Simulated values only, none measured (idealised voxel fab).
Process module under the name voxel self aligned contacts
Shown is cross-section cut, with a width of 265 nm and square cells of size 5 nm.
Throughout this document, each cross-section is represented as a grid of square cells and is presented as a sequence of bands enumerated from the top downward, where a band comprises one or more rows of cells.
It is stipulated that each band's entry specify, in nanometres, the height of the top of the band and then that of its bottom, followed by the materials of the band in left-to-right sequence, each together with its width in nanometres. A single material marked by the word "all across" is understood to fill the band from edge to edge; the word "air" is understood to denote empty space.
Heights are expressed relative to 0, this being the level below which the as-received wafer comprises one material exclusively. The lowest band is unbounded in the downward direction and is denoted as in "0..down".
Width: "30 to 40" (first number = top row, second number = bottom row, same change from row to row of cells).
When a step is marked "nothing got changed", none of the cells in the cross-section changed during that step.
"Closed void table" means: voids of 8 cells or more that are shut off from the top with no open way through. Written width x height at distance, distance from the left edge, in nm.
Step line, after settings: the simulator's comment on this step.
overlay nm: where the mask lay relative to plan, measured to the right, on steps with a mask; negatives go left.

List of planned process steps:
1 RECEIVE,material Si
2 CONFORMAL_DEP,material SiO2,thk nm 5
3 DIRECTIONAL_DEP,material polySi,thk nm 25
4 DIRECTIONAL_DEP,material SiN,thk nm 20
5 PATTERN,tone cover,mask id GATE,material resist,width nm 30,pitch nm 70,thk nm 20,overlay nm 0
6 DIRECTIONAL_ETCH,etch materials SiN,depth nm 20
7 DIRECTIONAL_ETCH,etch materials polySi,depth nm 25
8 STRIP,etch materials resist
9 CONFORMAL_DEP,material SiN,thk nm 10
10 DIRECTIONAL_ETCH,etch materials SiN,depth nm 10
11 FILL_DEP,material SiO2,thk nm 15
12 CMP,height nm 60
13 MASKED_ETCH,tone open,mask id CONTACT,width nm 40,pitch nm 70,etch materials SiO2,depth nm 60,overlay nm 0
14 CONFORMAL_DEP,material TiN,thk nm 5
15 FILL_DEP,material Ru,thk nm 10
16 CMP,height nm 60
17 CONFORMAL_DEP,material SiN,thk nm 5
For clarity, it should be stated that the wafers under discussion commence in an identical condition and differ with respect to the width nm of step 13, the plan indicating the value that the first wafer had.

First of several wafers (as received, post step 1), cross-sectional view:
- 0..down  Si all across
- Closed void table: none

Depicted here is the first of several wafers in cross-section, at module completion following the last step, step 17:
- 65..60  SiN all across
- 60..50  75 nm SiO2; 5 to 15 nm TiN; 30 to 10 nm Ru; 5 to 15 nm TiN; 30 nm SiO2; 5 to 15 nm TiN; 30 to 10 nm Ru; 5 to 15 nm TiN; 80 nm SiO2
- 50..30  35 nm SiO2; 50 nm SiN; 5 nm TiN; 10 nm Ru; 5 nm TiN; 50 nm SiN; 5 nm TiN; 10 nm Ru; 5 nm TiN; 50 nm SiN; 40 nm SiO2
- 30..5  35 nm SiO2; 10 nm SiN; 30 nm polySi; 10 nm SiN; 5 nm TiN; 10 nm Ru; 5 nm TiN; 10 nm SiN; 30 nm polySi; 10 nm SiN; 5 nm TiN; 10 nm Ru; 5 nm TiN; 10 nm SiN; 30 nm polySi; 10 nm SiN; 40 nm SiO2
- 5..0  85 nm SiO2; 20 nm TiN; 50 nm SiO2; 20 nm TiN; 90 nm SiO2
- 0..down  Si all across
- Closed void table: none

Cross-section of the last wafer at end of module:
- 65..60  SiN all across
- 60..50  70 nm SiO2; 5 to 20 nm TiN; 45 to 10 nm Ru; 5 to 25 nm TiN; 15 nm SiO2; 5 to 20 nm TiN; 45 to 10 nm Ru; 5 to 25 nm TiN; 70 nm SiO2
- 50..30  35 nm SiO2; 50 nm SiN; 5 nm TiN; 10 nm Ru; 5 nm TiN; 50 nm SiN; 5 nm TiN; 10 nm Ru; 5 nm TiN; 50 nm SiN; 40 nm SiO2
- 30..5  35 nm SiO2; 10 nm SiN; 30 nm polySi; 10 nm SiN; 5 nm TiN; 10 nm Ru; 5 nm TiN; 10 nm SiN; 30 nm polySi; 10 nm SiN; 5 nm TiN; 10 nm Ru; 5 nm TiN; 10 nm SiN; 30 nm polySi; 10 nm SiN; 40 nm SiO2
- 5..0  85 nm SiO2; 20 nm TiN; 50 nm SiO2; 20 nm TiN; 90 nm SiO2
- 0..down  Si all across
- Closed void table: none

Table: wafers, a row each; end-of-module cell change per material since receipt, gain (+), loss (-); then closed voids:
width nm 40; +52 Ru; +233 SiN; +254 SiO2; +60 TiN; +90 polySi; Closed void table: none
width nm 45; +54 Ru; +233 SiN; +250 SiO2; +62 TiN; +90 polySi; Closed void table: none
width nm 50; +56 Ru; +233 SiN; +246 SiO2; +64 TiN; +90 polySi; Closed void table: none
width nm 55; +58 Ru; +233 SiN; +242 SiO2; +66 TiN; +90 polySi; Closed void table: none
